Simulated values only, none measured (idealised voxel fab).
process module | voxel plated lines
cross-section cut | 190 nm wide | cells 5 nm
A cross-section is a grid of square cells, given in bands from the top down. A band is one or more rows of cells.
Each band's line starts with the height of the band's top and of its bottom, in nm. Then come its materials from left to right, each with its width in nm. One material with "throughout" fills the band from edge to edge. "air" is empty space.
Height 0 is the level under which the wafer as received is all one material. The lowest band goes on downwards, as in "0 down".
A width such as "30 to 40" changes by the same amount from each row of cells to the next, from the band's top row to its bottom row.
"no change" after a step means that no cell of the cross-section changed.
closed voids: empty space of 8 cells or more with no open way to the top, each as width x height at its distance from the left edge, in nm
after a step's settings: what the simulator itself notes on the step
overlay nm, on a step with a mask: how far to the right of its planned place the mask lay; to the left if negative
plan
1 op RECEIVE | material Si
2 op CONFORMAL_DEP | material Al2O3 | thk nm 5
3 op DIRECTIONAL_DEP | material TiN | thk nm 5
4 op PATTERN | tone open | mask id LINES | material resist | width nm 20 | pitch nm 35 | thk nm 15 | overlay nm 0
5 op EPI | material Ru | thk nm 5
6 op STRIP | etch materials resist
7 op DIRECTIONAL_ETCH | etch materials TiN | depth nm 5
8 op CONFORMAL_DEP | material SiN | thk nm 10
as received, after step 1
  0 down: Si throughout
  closed voids: none
a wafer at the end: this start, this plan, one mistake
  25 to 15: SiN throughout
  15 to 10: Ru 30 | SiN 20 | Ru 15 | SiN 20 | Ru 15 | SiN 20 | Ru 15 | SiN 20 | Ru 35
  10 to 5: TiN 30 | SiN 20 | TiN 15 | SiN 20 | TiN 15 | SiN 20 | TiN 15 | SiN 20 | TiN 35
  5 to 0: Al2O3 throughout
  0 down: Si throughout
  closed voids: none
what went wrong: step 4 ran as: op PATTERN | tone cover | mask id LINES | material resist | width nm 20 | pitch nm 35 | thk nm 15 | overlay nm 0
